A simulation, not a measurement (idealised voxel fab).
The process module presented herein is designated voxel self aligned contacts.
The width of the displayed cross-section, cut, is 285 nm; its cells are square, with a size of 5 nm.
Cross-section = grid of square cells, listed top down in bands; band = one or more rows.
Top height, bottom height, nm. Materials left to right, width each, nm. Single material + "throughout" = fills band edge to edge. "blank" = empty.
The reference from which all heights are counted is 0, the level beneath which the as-received wafer is entirely one material; the lowest band, having no lower bound, proceeds downward and is written after the example "z 0 and below".
A two-number width, for instance "30->40", indicates that the width is equal to the first number in the top row of the band and to the second number in the bottom row, and that it changes by a constant amount per row of cells.
The designation "nothing got changed", where it is given for a processing step, indicates that no cell of the cross-section was altered in the course of that step.
For the entry "Fully closed voids", the listed items are empty spaces with no open way to the top whose size is 8 cells or more; each item follows the pattern width x height at distance, where distance is from the left edge and all three are in nm.
Whatever follows a step's settings on its line is a remark the simulator itself makes about that step.
overlay nm: on a step with a mask, how far right of its planned place the mask lay; negative means left.
THE PLANNED PROCESS STEPS ARE ENUMERATED HEREUNDER
1: op RECEIVE | material Si
2: op OXIDIZE | depth nm 5
3: op DIRECTIONAL_DEP | material polySi | thk nm 20
4: op DIRECTIONAL_DEP | material SiN | thk nm 20
5: op PATTERN | tone cover | mask id GATE | material resist | width nm 30 | pitch nm 65 | thk nm 20 | overlay nm 0
6: op DIRECTIONAL_ETCH | etch materials SiN | depth nm 20
7: op DIRECTIONAL_ETCH | etch materials polySi | depth nm 20
8: op STRIP | etch materials resist
9: op CONFORMAL_DEP | material SiN | thk nm 10
10: op DIRECTIONAL_ETCH | etch materials SiN | depth nm 10
11: op FILL_DEP | material SiO2 | thk nm 15
12: op CMP | height nm 50
13: op MASKED_ETCH | tone open | mask id CONTACT | width nm 45 | etch materials SiO2 | depth nm 55 | overlay nm 0
14: op CONFORMAL_DEP | material TiN | thk nm 5
15: op FILL_DEP | material W | thk nm 10
16: op CMP | height nm 50
17: op CONFORMAL_DEP | material SiN | thk nm 5
WAFER, FIRST OF TWO, RUN AS PLANNED
WAFER AS RECEIVED: CROSS-SECTION FOLLOWING STEP 1
    z 0 and below = Si throughout
    Fully closed voids: none
WAFER SECTION VIEW AFTER PROCESSING STEP 2
    z 0 to -5 = SiO2 throughout
    Below -5 it's all the same as before, nothing changed down there.
WAFER SECTION VIEW AFTER PROCESSING STEP 3
    z 20 to 0 = polySi throughout
    Below 0 it's all the same as before, nothing changed down there.
WAFER SECTION VIEW AFTER PROCESSING STEP 4
    z 40 to 20 = SiN throughout
    Below 20 it's all the same as before, nothing changed down there.
WAFER SECTION VIEW AFTER PROCESSING STEP 5
    z 60 to 40 = blank 95 nm  resist 30 nm  blank 35 nm  resist 30 nm  blank 95 nm
    Below 40 it's all the same as before, nothing changed down there.
WAFER SECTION VIEW AFTER PROCESSING STEP 6
    z 60 to 40 = blank 95 nm  resist 30 nm  blank 35 nm  resist 30 nm  blank 95 nm
    z 40 to 20 = blank 95 nm  SiN 30 nm  blank 35 nm  SiN 30 nm  blank 95 nm
    Below 20 it's all the same as before, nothing changed down there.
WAFER SECTION VIEW AFTER PROCESSING STEP 7
    z 60 to 40 = blank 95 nm  resist 30 nm  blank 35 nm  resist 30 nm  blank 95 nm
    z 40 to 20 = blank 95 nm  SiN 30 nm  blank 35 nm  SiN 30 nm  blank 95 nm
    z 20 to 0 = blank 95 nm  polySi 30 nm  blank 35 nm  polySi 30 nm  blank 95 nm
    Below 0 it's all the same as before, nothing changed down there.
WAFER SECTION VIEW AFTER PROCESSING STEP 8
    z 40 to 20 = blank 95 nm  SiN 30 nm  blank 35 nm  SiN 30 nm  blank 95 nm
    Below 20 it's all the same as before, nothing changed down there.
WAFER SECTION VIEW AFTER PROCESSING STEP 9
    z 50 to 20 = blank 85 nm  SiN 50 nm  blank 15 nm  SiN 50 nm  blank 85 nm
    z 20 to 10 = blank 85 nm  SiN 10 nm  polySi 30 nm  SiN 10 nm  blank 15 nm  SiN 10 nm  polySi 30 nm  SiN 10 nm  blank 85 nm
    z 10 to 0 = SiN 95 nm  polySi 30 nm  SiN 35 nm  polySi 30 nm  SiN 95 nm
    Below 0 it's all the same as before, nothing changed down there.
WAFER SECTION VIEW AFTER PROCESSING STEP 10
    z 40 to 20 = blank 85 nm  SiN 50 nm  blank 15 nm  SiN 50 nm  blank 85 nm
    z 20 to 0 = blank 85 nm  SiN 10 nm  polySi 30 nm  SiN 10 nm  blank 15 nm  SiN 10 nm  polySi 30 nm  SiN 10 nm  blank 85 nm
    Below 0 it's all the same as before, nothing changed down there.
WAFER SECTION VIEW AFTER PROCESSING STEP 11
    z 55 to 40 = SiO2 throughout
    z 40 to 20 = SiO2 85 nm  SiN 50 nm  SiO2 15 nm  SiN 50 nm  SiO2 85 nm
    z 20 to 0 = SiO2 85 nm  SiN 10 nm  polySi 30 nm  SiN 10 nm  SiO2 15 nm  SiN 10 nm  polySi 30 nm  SiN 10 nm  SiO2 85 nm
    Below 0 it's all the same as before, nothing changed down there.
WAFER SECTION VIEW AFTER PROCESSING STEP 12
    z 50 to 40 = SiO2 throughout
    Below 40 it's all the same as before, nothing changed down there.
WAFER SECTION VIEW AFTER PROCESSING STEP 13
    z 50 to 40 = SiO2 120 nm  blank 45 nm  SiO2 120 nm
    z 40 to 20 = SiO2 85 nm  SiN 50 nm  blank 15 nm  SiN 50 nm  SiO2 85 nm
    z 20 to 0 = SiO2 85 nm  SiN 10 nm  polySi 30 nm  SiN 10 nm  blank 15 nm  SiN 10 nm  polySi 30 nm  SiN 10 nm  SiO2 85 nm
    z 0 to -5 = SiO2 135 nm  blank 15 nm  SiO2 135 nm
    Below -5 it's all the same as before, nothing changed down there.
WAFER SECTION VIEW AFTER PROCESSING STEP 14
    z 55 to 50 = TiN 125 nm  blank 35 nm  TiN 125 nm
    z 50 to 40 = SiO2 120 nm  TiN 5->20 nm  blank 35->5 nm  TiN 5->20 nm  SiO2 120 nm
    z 40 to 20 = SiO2 85 nm  SiN 50 nm  TiN 5 nm  blank 5 nm  TiN 5 nm  SiN 50 nm  SiO2 85 nm
    z 20 to 0 = SiO2 85 nm  SiN 10 nm  polySi 30 nm  SiN 10 nm  TiN 5 nm  blank 5 nm  TiN 5 nm  SiN 10 nm  polySi 30 nm  SiN 10 nm  SiO2 85 nm
    z 0 to -5 = SiO2 135 nm  TiN 15 nm  SiO2 135 nm
    Below -5 it's all the same as before, nothing changed down there.
WAFER SECTION VIEW AFTER PROCESSING STEP 15
    z 65 to 55 = W throughout
    z 55 to 50 = TiN 125 nm  W 35 nm  TiN 125 nm
    z 50 to 40 = SiO2 120 nm  TiN 5->20 nm  W 35->5 nm  TiN 5->20 nm  SiO2 120 nm
    z 40 to 20 = SiO2 85 nm  SiN 50 nm  TiN 5 nm  W 5 nm  TiN 5 nm  SiN 50 nm  SiO2 85 nm
    z 20 to 0 = SiO2 85 nm  SiN 10 nm  polySi 30 nm  SiN 10 nm  TiN 5 nm  W 5 nm  TiN 5 nm  SiN 10 nm  polySi 30 nm  SiN 10 nm  SiO2 85 nm
    Below 0 it's all the same as before, nothing changed down there.
WAFER SECTION VIEW AFTER PROCESSING STEP 16
    z 50 to 40 = SiO2 120 nm  TiN 5->20 nm  W 35->5 nm  TiN 5->20 nm  SiO2 120 nm
    Below 40 it's all the same as before, nothing changed down there.
WAFER SECTION VIEW AFTER PROCESSING STEP 17
    z 55 to 50 = SiN throughout
    Below 50 it's all the same as before, nothing changed down there.
NOTES, SECOND WAFER: START = FIRST WAFER'S, PLAN = FIRST WAFER'S, EXECUTION HAD ONE MISTAKE; HISTORY IDENTICAL TO FIRST THROUGH STEP 1
Second wafer, section view, time point: scheduled end of step 2: nothing got changed
SECOND WAFER, SECTION VIEW, TIME POINT: SCHEDULED END OF STEP 3
    z 20 to 0 = polySi throughout
    Below 0 it's all the same as before, nothing changed down there.
SECOND WAFER, SECTION VIEW, TIME POINT: SCHEDULED END OF STEP 4
    z 40 to 20 = SiN throughout
    Below 20 it's all the same as before, nothing changed down there.
SECOND WAFER, SECTION VIEW, TIME POINT: SCHEDULED END OF STEP 5
    z 60 to 40 = blank 95 nm  resist 30 nm  blank 35 nm  resist 30 nm  blank 95 nm
    Below 40 it's all the same as before, nothing changed down there.
SECOND WAFER, SECTION VIEW, TIME POINT: SCHEDULED END OF STEP 6
    z 60 to 40 = blank 95 nm  resist 30 nm  blank 35 nm  resist 30 nm  blank 95 nm
    z 40 to 20 = blank 95 nm  SiN 30 nm  blank 35 nm  SiN 30 nm  blank 95 nm
    Below 20 it's all the same as before, nothing changed down there.
SECOND WAFER, SECTION VIEW, TIME POINT: SCHEDULED END OF STEP 7
    z 60 to 40 = blank 95 nm  resist 30 nm  blank 35 nm  resist 30 nm  blank 95 nm
    z 40 to 20 = blank 95 nm  SiN 30 nm  blank 35 nm  SiN 30 nm  blank 95 nm
    z 20 to 0 = blank 95 nm  polySi 30 nm  blank 35 nm  polySi 30 nm  blank 95 nm
    Below 0 it's all the same as before, nothing changed down there.
SECOND WAFER, SECTION VIEW, TIME POINT: SCHEDULED END OF STEP 8
    z 40 to 20 = blank 95 nm  SiN 30 nm  blank 35 nm  SiN 30 nm  blank 95 nm
    Below 20 it's all the same as before, nothing changed down there.
SECOND WAFER, SECTION VIEW, TIME POINT: SCHEDULED END OF STEP 9
    z 50 to 20 = blank 85 nm  SiN 50 nm  blank 15 nm  SiN 50 nm  blank 85 nm
    z 20 to 10 = blank 85 nm  SiN 10 nm  polySi 30 nm  SiN 10 nm  blank 15 nm  SiN 10 nm  polySi 30 nm  SiN 10 nm  blank 85 nm
    z 10 to 0 = SiN 95 nm  polySi 30 nm  SiN 35 nm  polySi 30 nm  SiN 95 nm
    Below 0 it's all the same as before, nothing changed down there.
SECOND WAFER, SECTION VIEW, TIME POINT: SCHEDULED END OF STEP 10
    z 40 to 20 = blank 85 nm  SiN 50 nm  blank 15 nm  SiN 50 nm  blank 85 nm
    z 20 to 0 = blank 85 nm  SiN 10 nm  polySi 30 nm  SiN 10 nm  blank 15 nm  SiN 10 nm  polySi 30 nm  SiN 10 nm  blank 85 nm
    Below 0 it's all the same as before, nothing changed down there.
SECOND WAFER, SECTION VIEW, TIME POINT: SCHEDULED END OF STEP 11
    z 55 to 40 = SiO2 throughout
    z 40 to 20 = SiO2 85 nm  SiN 50 nm  SiO2 15 nm  SiN 50 nm  SiO2 85 nm
    z 20 to 0 = SiO2 85 nm  SiN 10 nm  polySi 30 nm  SiN 10 nm  SiO2 15 nm  SiN 10 nm  polySi 30 nm  SiN 10 nm  SiO2 85 nm
    Below 0 it's all the same as before, nothing changed down there.
SECOND WAFER, SECTION VIEW, TIME POINT: SCHEDULED END OF STEP 12
    z 50 to 40 = SiO2 throughout
    Below 40 it's all the same as before, nothing changed down there.
SECOND WAFER, SECTION VIEW, TIME POINT: SCHEDULED END OF STEP 13
    z 50 to 40 = SiO2 120 nm  blank 45 nm  SiO2 120 nm
    z 40 to 20 = SiO2 85 nm  SiN 50 nm  blank 15 nm  SiN 50 nm  SiO2 85 nm
    z 20 to 0 = SiO2 85 nm  SiN 10 nm  polySi 30 nm  SiN 10 nm  blank 15 nm  SiN 10 nm  polySi 30 nm  SiN 10 nm  SiO2 85 nm
    Below 0 it's all the same as before, nothing changed down there.
SECOND WAFER, SECTION VIEW, TIME POINT: SCHEDULED END OF STEP 14
    z 55 to 50 = TiN 125 nm  blank 35 nm  TiN 125 nm
    z 50 to 40 = SiO2 120 nm  TiN 5->20 nm  blank 35->5 nm  TiN 5->20 nm  SiO2 120 nm
    z 40 to 20 = SiO2 85 nm  SiN 50 nm  TiN 5 nm  blank 5 nm  TiN 5 nm  SiN 50 nm  SiO2 85 nm
    z 20 to 5 = SiO2 85 nm  SiN 10 nm  polySi 30 nm  SiN 10 nm  TiN 5 nm  blank 5 nm  TiN 5 nm  SiN 10 nm  polySi 30 nm  SiN 10 nm  SiO2 85 nm
    z 5 to 0 = SiO2 85 nm  SiN 10 nm  polySi 30 nm  SiN 10 nm  TiN 15 nm  SiN 10 nm  polySi 30 nm  SiN 10 nm  SiO2 85 nm
    Below 0 it's all the same as before, nothing changed down there.
SECOND WAFER, SECTION VIEW, TIME POINT: SCHEDULED END OF STEP 15
    z 65 to 55 = W throughout
    z 55 to 50 = TiN 125 nm  W 35 nm  TiN 125 nm
    z 50 to 40 = SiO2 120 nm  TiN 5->20 nm  W 35->5 nm  TiN 5->20 nm  SiO2 120 nm
    z 40 to 20 = SiO2 85 nm  SiN 50 nm  TiN 5 nm  W 5 nm  TiN 5 nm  SiN 50 nm  SiO2 85 nm
    z 20 to 5 = SiO2 85 nm  SiN 10 nm  polySi 30 nm  SiN 10 nm  TiN 5 nm  W 5 nm  TiN 5 nm  SiN 10 nm  polySi 30 nm  SiN 10 nm  SiO2 85 nm
    Below 5 it's all the same as before, nothing changed down there.
SECOND WAFER, SECTION VIEW, TIME POINT: SCHEDULED END OF STEP 16
    z 50 to 40 = SiO2 120 nm  TiN 5->20 nm  W 35->5 nm  TiN 5->20 nm  SiO2 120 nm
    Below 40 it's all the same as before, nothing changed down there.
SECOND WAFER, SECTION VIEW, TIME POINT: SCHEDULED END OF STEP 17
    z 55 to 50 = SiN throughout
    Below 50 it's all the same as before, nothing changed down there.
What was the processing mistake? plan step 2: skipped, not run
Cell-count delta at end, second wafer over first, by material: 57 more of Si | 54 fewer of SiO2 | 2 fewer of TiN | 1 fewer of W
